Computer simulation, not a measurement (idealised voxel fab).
Process module in this document: voxel trench capacitor
Cross-section cut: width 230 nm, square cells of 5 nm.
For the purposes of this document, a cross-section shall be understood as a grid of square cells, specified as bands listed in top-to-bottom order, each band consisting of one or more rows of cells.
Each band's line starts with the height of the band's top and of its bottom, in nm. Then come its materials from left to right, each with its width in nm. One material with "all across" fills the band from edge to edge. "air" is empty space.
Height 0 is the level under which the wafer as received is all one material. The lowest band goes on downwards, as in "z 0 and below".
Top row gets the first number, bottom row gets the second, and each row in between changes by the same step: that is how a band width like "30..40" works.
Where a step carries "nothing changed", the cross-section came out of it unchanged, cell for cell.
"Enclosed void list" means: voids of 8 cells or more that are shut off from the top with no open way through. Written width x height at distance, distance from the left edge, in nm.
On a step's line, text after the settings is the simulator commenting on that step.
"overlay nm" denotes, for a step that has a mask, the displacement of the mask to the right of its planned place, with negative values corresponding to the left.

SO HERE'S THE LINEUP OF PROCESS STEPS WE PLANNED
1) RECEIVE [material Si]
2) CONFORMAL_DEP [material SiN] [thk nm 5]
3) DIRECTIONAL_DEP [material aC] [thk nm 15]
4) PATTERN [tone open] [mask id TRENCH] [material resist] [width nm 20] [pitch nm 40] [thk nm 30] [overlay nm 0]
5) DIRECTIONAL_ETCH [etch materials aC] [depth nm 15]
6) STRIP [etch materials resist]
7) DIRECTIONAL_ETCH [etch materials SiN] [depth nm 5]
8) DIRECTIONAL_ETCH [etch materials Si] [depth nm 25]
9) STRIP [etch materials aC]
10) CONFORMAL_DEP [material SiO2] [thk nm 5]
11) FILL_DEP [material polySi] [thk nm 10]
12) CMP [height nm 5]

FIRST OF TWO WAFERS, WITH THE RUN CARRIED OUT AS PLANNED

AS-RECEIVED WAFER CROSS-SECTION (AFTER STEP 1)
z 0 and below: Si all across
Enclosed void list: none

THE WAFER, SEEN IN CROSS-SECTION, AFTER STEP 2
z 5 to 0: SiN all across
Heights below 0 show no change.

THE WAFER, SEEN IN CROSS-SECTION, AFTER STEP 3
z 20 to 5: aC all across
Heights below 5 show no change.

THE WAFER, SEEN IN CROSS-SECTION, AFTER STEP 4
z 50 to 20: resist=85 / air=20 / resist=20 / air=20 / resist=85
Heights below 20 show no change.

THE WAFER, SEEN IN CROSS-SECTION, AFTER STEP 5
z 35 to 20: resist=85 / air=20 / resist=20 / air=20 / resist=85
z 20 to 5: aC=85 / air=20 / aC=20 / air=20 / aC=85
Heights below 5 show no change.

THE WAFER, SEEN IN CROSS-SECTION, AFTER STEP 6
z 20 to 5: aC=85 / air=20 / aC=20 / air=20 / aC=85
Heights below 5 show no change.

THE WAFER, SEEN IN CROSS-SECTION, AFTER STEP 7
z 20 to 5: aC=85 / air=20 / aC=20 / air=20 / aC=85
z 5 to 0: SiN=85 / air=20 / SiN=20 / air=20 / SiN=85
Heights below 0 show no change.

THE WAFER, SEEN IN CROSS-SECTION, AFTER STEP 8
z 20 to 5: aC=85 / air=20 / aC=20 / air=20 / aC=85
z 5 to 0: SiN=85 / air=20 / SiN=20 / air=20 / SiN=85
z 0 to -25: Si=85 / air=20 / Si=20 / air=20 / Si=85
Heights below -25 show no change.

THE WAFER, SEEN IN CROSS-SECTION, AFTER STEP 9
z 5 to 0: SiN=85 / air=20 / SiN=20 / air=20 / SiN=85
Heights below 0 show no change.

THE WAFER, SEEN IN CROSS-SECTION, AFTER STEP 10
z 10 to 5: SiO2=90 / air=10 / SiO2=30 / air=10 / SiO2=90
z 5 to 0: SiN=85 / SiO2=5 / air=10 / SiO2=5 / SiN=20 / SiO2=5 / air=10 / SiO2=5 / SiN=85
z 0 to -20: Si=85 / SiO2=5 / air=10 / SiO2=5 / Si=20 / SiO2=5 / air=10 / SiO2=5 / Si=85
z -20 to -25: Si=85 / SiO2=20 / Si=20 / SiO2=20 / Si=85
Heights below -25 show no change.

THE WAFER, SEEN IN CROSS-SECTION, AFTER STEP 11
z 20 to 10: polySi all across
z 10 to 5: SiO2=90 / polySi=10 / SiO2=30 / polySi=10 / SiO2=90
z 5 to 0: SiN=85 / SiO2=5 / polySi=10 / SiO2=5 / SiN=20 / SiO2=5 / polySi=10 / SiO2=5 / SiN=85
z 0 to -20: Si=85 / SiO2=5 / polySi=10 / SiO2=5 / Si=20 / SiO2=5 / polySi=10 / SiO2=5 / Si=85
Heights below -20 show no change.

THE WAFER, SEEN IN CROSS-SECTION, AFTER STEP 12
z 5 to 0: SiN=85 / SiO2=5 / polySi=10 / SiO2=5 / SiN=20 / SiO2=5 / polySi=10 / SiO2=5 / SiN=85
Heights below 0 show no change.

WAFER TWO OF THE PAIR: SAME ORIGIN, SAME PLAN, ONE ERROR DURING THE RUN; IDENTICAL TO WAFER ONE UP TO AND INCLUDING STEP 11

WHEN STEP 12 SHOULD HAVE ENDED
z -5 to -20: Si=85 / SiO2=5 / polySi=10 / SiO2=5 / Si=20 / SiO2=5 / polySi=10 / SiO2=5 / Si=85
Heights below -20 show no change.
Deviation noted in wafer processing: step 12 was not run as planned; what actually ran was CMP [height nm -5]
Final wafer comparison in cells, second versus first, more or fewer per material: Si: 38 fewer; SiN: 38 fewer; SiO2: 8 fewer; polySi: 8 fewer
